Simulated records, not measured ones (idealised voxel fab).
The document below concerns the process module designated voxel ribs on slabs.
Square cells of 5 nm make up the cross-section cut, whose width is 280 nm.
In what follows, cross-sections appear as grids of square cells, described through bands that run from the top down, where every band is one or more rows of cells.
The entry gives the band's vertical extent as a top height and a bottom height in nm, then its horizontal make-up as materials from left to right, each with a width in nm. "blank" stands for empty space; a single material marked "throughout" fills the band edge to edge.
Height is counted from the level 0, under which the received wafer is composed throughout of one material. The lowest of the bands is not closed at the bottom but continues downward, in the notation "top 0, no bottom".
The width entry "30 to 40" should be interpreted row by row: the top row of cells in the band takes the first number, the bottom row takes the second number, and the change between adjacent rows is uniform throughout.
A step reported as "no change" is a step in which no cell of the cross-section changed.
"Enclosed voids" enumerates empty spaces isolated from the top, with no open way to it, that contain at least 8 cells, giving each as width x height at distance from the left edge, all three in nm.
The remark found on a step's line after its settings is issued by the simulator itself and pertains to that step.
overlay nm: mask right of planned place by this much (step with mask). Neg. = left.

Listed below are the process steps as planned:
1 RECEIVE (material Si)
2 DIRECTIONAL_DEP (material SiO2; thk nm 25)
3 DIRECTIONAL_DEP (material polySi; thk nm 25)
4 MASKED_ETCH (tone cover; mask id RIB; width nm 25; etch materials polySi; depth nm 10; overlay nm 0)
5 DIRECTIONAL_DEP (material aC; thk nm 15)
6 PATTERN (tone cover; mask id SLAB; material resist; width nm 55; thk nm 35; overlay nm 0)
7 DIRECTIONAL_ETCH (etch materials aC; depth nm 15)
8 STRIP (etch materials resist)
9 DIRECTIONAL_ETCH (etch materials polySi; depth nm 15)
10 STRIP (etch materials aC)
11 FILL_DEP (material SiO2; thk nm 15)
12 CMP (height nm 60)
13 DIRECTIONAL_DEP (material TiN; thk nm 5)
14 MASKED_ETCH (tone cover; mask id HEATER; width nm 35; etch materials TiN; depth nm 10; overlay nm 0)
15 CONFORMAL_DEP (material SiN; thk nm 5)
It is noted that the wafers described herein are identical at the outset and are distinguished by the thk nm of step 13; the value stated in the plan corresponds to the first wafer.

Received wafers, first of several: cross-section after step 1:
> top 0, no bottom  Si throughout
> Enclosed voids: none

End of the module, past its last step, step 15: how the first of several wafers looks in cross-section:
> top 70, bottom 65  blank=115 / SiN=45 / blank=120
> top 65, bottom 60  SiN=120 / TiN=35 / SiN=125
> top 60, bottom 50  SiO2 throughout
> top 50, bottom 40  SiO2=125 / polySi=25 / SiO2=130
> top 40, bottom 25  SiO2=110 / polySi=55 / SiO2=115
> top 25, bottom 0  SiO2 throughout
> top 0, no bottom  Si throughout
> Enclosed voids: none

Last-wafer cross-section at the end of the module:
> top 90, bottom 85  blank=115 / SiN=45 / blank=120
> top 85, bottom 80  blank=115 / SiN=5 / TiN=35 / SiN=5 / blank=120
> top 80, bottom 75  SiN=120 / TiN=35 / SiN=125
> top 75, bottom 60  TiN throughout
> top 60, bottom 50  SiO2 throughout
> top 50, bottom 40  SiO2=125 / polySi=25 / SiO2=130
> top 40, bottom 25  SiO2=110 / polySi=55 / SiO2=115
> top 25, bottom 0  SiO2 throughout
> top 0, no bottom  Si throughout
> Enclosed voids: none

So in this table every wafer gets its own row, and what you see is where it stands at the end of the module: for each material, how many cells it picked up (+) or gave up (-) since we received it, and after that its closed voids:
thk nm 5; +58 SiN; +629 SiO2; +7 TiN; +43 polySi; Enclosed voids: none
thk nm 10; +60 SiN; +629 SiO2; +14 TiN; +43 polySi; Enclosed voids: none
thk nm 15; +60 SiN; +629 SiO2; +70 TiN; +43 polySi; Enclosed voids: none
thk nm 20; +60 SiN; +629 SiO2; +126 TiN; +43 polySi; Enclosed voids: none
thk nm 25; +60 SiN; +629 SiO2; +182 TiN; +43 polySi; Enclosed voids: none
